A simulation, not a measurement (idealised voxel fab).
The following process module bears the name voxel transistor to metal.
Cross-sectional view cut (width: 255 nm; square cell size: 5 nm).
Cross-sections here: square-cell grids, written as top-down lists of bands, a band being one or more rows of cells. Heights first: top, then bottom, in nm. Then materials, left to right, each with a width in nm. "full width" on a single material: fills the band edge to edge. "blank": empty space. Note: height 0 marks the level under which the wafer is uniformly one material as received. Lowest band unbounded below, written "top 0, no bottom". Think of "30 to 40" as a width that walks from the first number to the second as you go down the band, top row to bottom row, taking equal-sized steps from row to row. Where the words "no alteration" appear for a step, the cross-section shows no cell changed by that step; every cell remained as before. "Enclosed void inventory": empty spaces of 8 cells or more with no open way to the top, each given as width x height at distance, distance from the left edge, all in nm. after a step's settings: what the simulator itself notes on the step. overlay nm: step with mask; distance mask lay right of planned place; negative value = left of planned place.

### Planned process steps
- 1: RECEIVE with material Si
- 2: CONFORMAL_DEP with material SiO2, thk nm 5
- 3: CONFORMAL_DEP with material SiN, thk nm 15
- 4: MASKED_ETCH with tone cover, mask id ACTIVE, width nm 90, pitch nm 110, etch materials SiN, depth nm 15, overlay nm 0
- 5: MASKED_ETCH with tone cover, mask id ACTIVE, width nm 90, pitch nm 110, etch materials SiO2, depth nm 5, overlay nm 0
- 6: MASKED_ETCH with tone cover, mask id ACTIVE, width nm 90, pitch nm 110, etch materials Si, depth nm 25, overlay nm 0
- 7: OXIDIZE with depth nm 5
- 8: FILL_DEP with material SiO2, thk nm 10
- 9: CMP with height nm 20
- 10: SELECTIVE_ETCH with etch materials SiO2, depth nm 10
- 11: STRIP with etch materials SiN
- 12: SELECTIVE_ETCH with etch materials SiO2, depth nm 5
- 13: OXIDIZE with depth nm 5
- 14: DIRECTIONAL_DEP with material polySi, thk nm 25
- 15: DIRECTIONAL_DEP with material SiCN, thk nm 15
- 16: PATTERN with tone cover, mask id GATE, material resist, width nm 20, pitch nm 110, thk nm 20, overlay nm 0
- 17: DIRECTIONAL_ETCH with etch materials SiCN, depth nm 25
- 18: DIRECTIONAL_ETCH with etch materials polySi, depth nm 35
- 19: STRIP with etch materials resist
- 20: CONFORMAL_DEP with material SiN, thk nm 10
- 21: DIRECTIONAL_ETCH with etch materials SiN, depth nm 10
- 22: DIRECTIONAL_ETCH with etch materials SiO2, depth nm 5
- 23: DIRECTIONAL_ETCH with etch materials Si, depth nm 10
- 24: EPI with material nSi, thk nm 15
- 25: FILL_DEP with material SiO2, thk nm 5
- 26: CMP with height nm 40
- 27: DIRECTIONAL_DEP with material SiO2, thk nm 10
- 28: PATTERN with tone open, mask id CONTACT, material resist, width nm 25, pitch nm 55, thk nm 15, overlay nm 0
- 29: DIRECTIONAL_ETCH with etch materials SiO2, depth nm 50
- 30: STRIP with etch materials resist
- 31: CONFORMAL_DEP with material TiN, thk nm 5
- 32: FILL_DEP with material Ru, thk nm 5
- 33: CMP with height nm 50
- 34: DIRECTIONAL_DEP with material TiN, thk nm 5
- 35: DIRECTIONAL_DEP with material Ru, thk nm 15
- 36: MASKED_ETCH with tone cover, mask id METAL_1, width nm 15, etch materials Ru, depth nm 15, overlay nm 0
- 37: MASKED_ETCH with tone cover, mask id METAL_1, width nm 15, etch materials TiN, depth nm 5, overlay nm 0
- 38: CONFORMAL_DEP with material SiN, thk nm 5
- 39: FILL_DEP with material SiO2, thk nm 10
- 40: CMP with height nm 70
- 41: CONFORMAL_DEP with material SiCN, thk nm 5
- 42: DIRECTIONAL_DEP with material SiO2, thk nm 30
- 43: MASKED_ETCH with tone open, mask id METAL_2, width nm 15, pitch nm 110, etch materials SiO2, depth nm 15, overlay nm 0
- 44: DIRECTIONAL_DEP with material aC, thk nm 10
- 45: PATTERN with tone open, mask id METAL_2_HOLES, material resist, width nm 15, pitch nm 110, thk nm 30, overlay nm 0
- 46: DIRECTIONAL_ETCH with etch materials aC, depth nm 10
- 47: STRIP with etch materials resist
- 48: DIRECTIONAL_ETCH with etch materials SiO2, depth nm 15
- 49: DIRECTIONAL_ETCH with etch materials SiCN, depth nm 5
- 50: STRIP with etch materials aC
- 51: CONFORMAL_DEP with material TiN, thk nm 5
- 52: FILL_DEP with material Ru, thk nm 5
- 53: CMP with height nm 105
- 54: CONFORMAL_DEP with material SiN, thk nm 5

### As-received state of the wafer in cross-section, equivalent to post-step 1
    top 0, no bottom  Si full width
    Enclosed void inventory: none

### Cross-sectional image of the first of two wafers at the end of the module, the run having proceeded as planned
    top 110, bottom 105  SiN full width
    top 105, bottom 75  SiO2: 30, then TiN: 5, then Ru: 5, then TiN: 5, then SiO2: 95, then TiN: 5, then Ru: 5, then TiN: 5, then SiO2: 100
    top 75, bottom 70  SiCN: 30, then TiN: 15, then SiCN: 95, then TiN: 15, then SiCN: 100
    top 70, bottom 55  SiO2: 25, then SiN: 5, then Ru: 15, then SiN: 5, then SiO2: 40, then SiN: 5, then Ru: 15, then SiN: 5, then SiO2: 20, then SiN: 5, then Ru: 15, then SiN: 5, then SiO2: 40, then SiN: 5, then Ru: 15, then SiN: 5, then SiO2: 30
    top 55, bottom 50  SiN: 30, then TiN: 15, then SiN: 50, then TiN: 15, then SiN: 30, then TiN: 15, then SiN: 50, then TiN: 15, then SiN: 35
    top 50, bottom 40  SiO2: 30, then TiN: 5, then Ru: 15 to 10, then TiN: 5 to 10, then SiO2: 30, then TiN: 5 to 10, then Ru: 15 to 10, then TiN: 5, then SiO2: 30, then TiN: 5, then Ru: 15 to 10, then TiN: 5 to 10, then SiO2: 30, then TiN: 5 to 10, then Ru: 15 to 10, then TiN: 5, then SiO2: 35
    top 40, bottom 25  SiO2: 30, then TiN: 5, then Ru: 10, then TiN: 5, then SiN: 10, then SiCN: 20, then SiN: 10, then TiN: 5, then Ru: 10, then TiN: 5, then SiO2: 30, then TiN: 5, then Ru: 10, then TiN: 5, then SiN: 10, then SiCN: 20, then SiN: 10, then TiN: 5, then Ru: 10, then TiN: 5, then SiO2: 35
    top 25, bottom 15  SiO2: 30, then TiN: 5, then Ru: 10, then TiN: 5, then SiN: 10, then polySi: 20, then SiN: 10, then TiN: 5, then Ru: 10, then TiN: 5, then SiO2: 30, then TiN: 5, then Ru: 10, then TiN: 5, then SiN: 10, then polySi: 20, then SiN: 10, then TiN: 5, then Ru: 10, then TiN: 5, then SiO2: 35
    top 15, bottom 10  SiO2: 30, then TiN: 20, then SiN: 10, then polySi: 20, then SiN: 10, then TiN: 20, then SiO2: 30, then TiN: 20, then SiN: 10, then polySi: 20, then SiN: 10, then TiN: 20, then SiO2: 35
    top 10, bottom 5  SiO2: 30, then TiN: 5, then nSi: 15, then SiN: 10, then polySi: 20, then SiN: 10, then nSi: 15, then TiN: 5, then SiO2: 30, then TiN: 5, then nSi: 15, then SiN: 10, then polySi: 20, then SiN: 10, then nSi: 15, then TiN: 5, then SiO2: 35
    top 5, bottom 0  SiO2: 20, then SiN: 10, then TiN: 5, then nSi: 15, then SiN: 10, then polySi: 20, then SiN: 10, then nSi: 15, then TiN: 5, then SiN: 10, then SiO2: 10, then SiN: 10, then TiN: 5, then nSi: 15, then SiN: 10, then polySi: 20, then SiN: 10, then nSi: 15, then TiN: 5, then SiN: 10, then SiO2: 25
    top 0, bottom -5  SiO2: 30, then nSi: 20, then SiO2: 40, then nSi: 20, then SiO2: 30, then nSi: 20, then SiO2: 40, then nSi: 20, then SiO2: 35
    top -5, bottom -15  SiO2: 30, then nSi: 20, then Si: 40, then nSi: 20, then SiO2: 30, then nSi: 20, then Si: 40, then nSi: 20, then SiO2: 35
    top -15, bottom -30  SiO2: 30, then Si: 80, then SiO2: 30, then Si: 80, then SiO2: 35
    top -30, no bottom  Si full width
    Enclosed void inventory: none

### Cross-section, second wafer: same start as the first, same plan as the first, one mistake in running it; taken at the end of the module
    top 110, bottom 105  SiN full width
    top 105, bottom 75  SiO2: 30, then TiN: 5, then Ru: 5, then TiN: 5, then SiO2: 95, then TiN: 5, then Ru: 5, then TiN: 5, then SiO2: 100
    top 75, bottom 70  SiCN: 30, then TiN: 15, then SiCN: 95, then TiN: 15, then SiCN: 100
    top 70, bottom 55  SiO2: 25, then SiN: 5, then Ru: 15, then SiN: 5, then SiO2: 40, then SiN: 5, then Ru: 15, then SiN: 5, then SiO2: 20, then SiN: 5, then Ru: 15, then SiN: 5, then SiO2: 40, then SiN: 5, then Ru: 15, then SiN: 5, then SiO2: 30
    top 55, bottom 50  SiN: 30, then TiN: 15, then SiN: 50, then TiN: 15, then SiN: 30, then TiN: 15, then SiN: 50, then TiN: 15, then SiN: 35
    top 50, bottom 40  SiO2: 30, then TiN: 5, then Ru: 15 to 5, then TiN: 5 to 15, then SiO2: 30, then TiN: 5 to 15, then Ru: 15 to 5, then TiN: 5, then SiO2: 30, then TiN: 5, then Ru: 15 to 5, then TiN: 5 to 15, then SiO2: 30, then TiN: 5 to 15, then Ru: 15 to 5, then TiN: 5, then SiO2: 35
    top 40, bottom 25  SiO2: 30, then TiN: 5, then Ru: 5, then TiN: 5, then SiN: 10, then SiCN: 30, then SiN: 10, then TiN: 5, then Ru: 5, then TiN: 5, then SiO2: 30, then TiN: 5, then Ru: 5, then TiN: 5, then SiN: 10, then SiCN: 30, then SiN: 10, then TiN: 5, then Ru: 5, then TiN: 5, then SiO2: 35
    top 25, bottom 15  SiO2: 30, then TiN: 5, then Ru: 5, then TiN: 5, then SiN: 10, then polySi: 30, then SiN: 10, then TiN: 5, then Ru: 5, then TiN: 5, then SiO2: 30, then TiN: 5, then Ru: 5, then TiN: 5, then SiN: 10, then polySi: 30, then SiN: 10, then TiN: 5, then Ru: 5, then TiN: 5, then SiO2: 35
    top 15, bottom 10  SiO2: 30, then TiN: 15, then SiN: 10, then polySi: 30, then SiN: 10, then TiN: 15, then SiO2: 30, then TiN: 15, then SiN: 10, then polySi: 30, then SiN: 10, then TiN: 15, then SiO2: 35
    top 10, bottom 5  SiO2: 30, then nSi: 15, then SiN: 10, then polySi: 30, then SiN: 10, then nSi: 15, then SiO2: 30, then nSi: 15, then SiN: 10, then polySi: 30, then SiN: 10, then nSi: 15, then SiO2: 35
    top 5, bottom 0  SiO2: 20, then SiN: 10, then nSi: 15, then SiN: 10, then polySi: 30, then SiN: 10, then nSi: 15, then SiN: 10, then SiO2: 10, then SiN: 10, then nSi: 15, then SiN: 10, then polySi: 30, then SiN: 10, then nSi: 15, then SiN: 10, then SiO2: 25
    top 0, bottom -5  SiO2: 30, then nSi: 15, then SiO2: 50, then nSi: 15, then SiO2: 30, then nSi: 15, then SiO2: 50, then nSi: 15, then SiO2: 35
    top -5, bottom -15  SiO2: 30, then nSi: 15, then Si: 50, then nSi: 15, then SiO2: 30, then nSi: 15, then Si: 50, then nSi: 15, then SiO2: 35
    top -15, bottom -30  SiO2: 30, then Si: 80, then SiO2: 30, then Si: 80, then SiO2: 35
    top -30, no bottom  Si full width
    Enclosed void inventory: none
The plan and the run diverged here: step 16 off recipe, ran as PATTERN with tone cover, mask id GATE, material resist, width nm 30, pitch nm 110, thk nm 20, overlay nm 0
Wrapping up, a cell-based count of both wafers puts the second over or under the first for these materials: Ru: 24 fewer, Si: 8 more, SiCN: 12 more, SiO2: 4 more, TiN: 8 fewer, nSi: 12 fewer, polySi: 20 more
